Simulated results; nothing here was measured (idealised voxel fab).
The process module that follows is named voxel gate over fins.
The cross-section shown here is cut; it is 265 nm wide and divided into square cells measuring 5 nm on a side.
Throughout this document, each cross-section is represented as a grid of square cells and is presented as a sequence of bands enumerated from the top downward, where a band comprises one or more rows of cells. Heights first: top, then bottom, in nm. Then materials, left to right, each with a width in nm. "all across" on a single material: fills the band edge to edge. "blank": empty space. Heights from 0 (as-received wafer is one material below). Bottom band endless downward, as "0 -> down". Width spec "30->40" -> top row of cells at first value, bottom row at second value, equal per-row change in between. "remained the same" -> step changed no cross-section cell. "Fully sealed cavities" enumerates empty spaces isolated from the top, with no open way to it, that contain at least 8 cells, giving each as width x height at distance from the left edge, all three in nm. Heads up: the bit after the settings on a step's line is the simulator's remark on that step. The setting "overlay nm" may be written on the line of a step. When the step uses a mask, the value reports how far to the right of the planned place the mask lay, and a negative value reports that it lay to the left.
### Below is the list of planned process steps
| 1 | RECEIVE | material Si |
| 2 | CONFORMAL_DEP | material SiN | thk nm 5 |
| 3 | DIRECTIONAL_DEP | material aC | thk nm 15 |
| 4 | PATTERN | tone cover | mask id FINS | material resist | width nm 15 | pitch nm 40 | thk nm 35 | overlay nm -15 |
| 5 | DIRECTIONAL_ETCH | etch materials aC | depth nm 15 |
| 6 | STRIP | etch materials resist |
| 7 | DIRECTIONAL_ETCH | etch materials SiN | depth nm 5 |
| 8 | DIRECTIONAL_ETCH | etch materials Si | depth nm 40 |
| 9 | STRIP | etch materials aC |
| 10 | FILL_DEP | material SiO2 | thk nm 10 |
| 11 | CMP | height nm 5 |
| 12 | SELECTIVE_ETCH | etch materials SiO2 | depth nm 15 |
| 13 | STRIP | etch materials SiN |
| 14 | CONFORMAL_DEP | material HfO2 | thk nm 5 |
| 15 | CONFORMAL_DEP | material TiN | thk nm 5 |
| 16 | FILL_DEP | material W | thk nm 15 |
| 17 | CMP | height nm 20 |
| 18 | CONFORMAL_DEP | material SiCN | thk nm 5 |
Don't read the plan's overlay nm for step 4 as applying to every wafer: that's the first wafer's value, and the wafers differ in it, though they all start identical.
### As received, i.e. after step 1: cross-section through the first of several wafers
0 -> down  Si all across
Fully sealed cavities: none
### Tabulated below, wafer by wafer, are the end-of-module results: for each material, the number of cells gained (+) or lost (-) relative to the as-received state, followed by the closed voids
overlay nm -15 | +61 HfO2 | -376 Si | +53 SiCN | +282 SiO2 | +61 TiN | +184 W | Fully sealed cavities: none
overlay nm -10 | +61 HfO2 | -376 Si | +53 SiCN | +282 SiO2 | +61 TiN | +184 W | Fully sealed cavities: none
overlay nm -5 | +61 HfO2 | -376 Si | +53 SiCN | +282 SiO2 | +61 TiN | +184 W | Fully sealed cavities: none
overlay nm 0 | +61 HfO2 | -376 Si | +53 SiCN | +282 SiO2 | +61 TiN | +184 W | Fully sealed cavities: none
overlay nm 5 | +61 HfO2 | -376 Si | +53 SiCN | +282 SiO2 | +61 TiN | +184 W | Fully sealed cavities: none
overlay nm 10 | +61 HfO2 | -376 Si | +53 SiCN | +282 SiO2 | +61 TiN | +184 W | Fully sealed cavities: none
overlay nm 15 | +61 HfO2 | -376 Si | +53 SiCN | +282 SiO2 | +61 TiN | +184 W | Fully sealed cavities: none
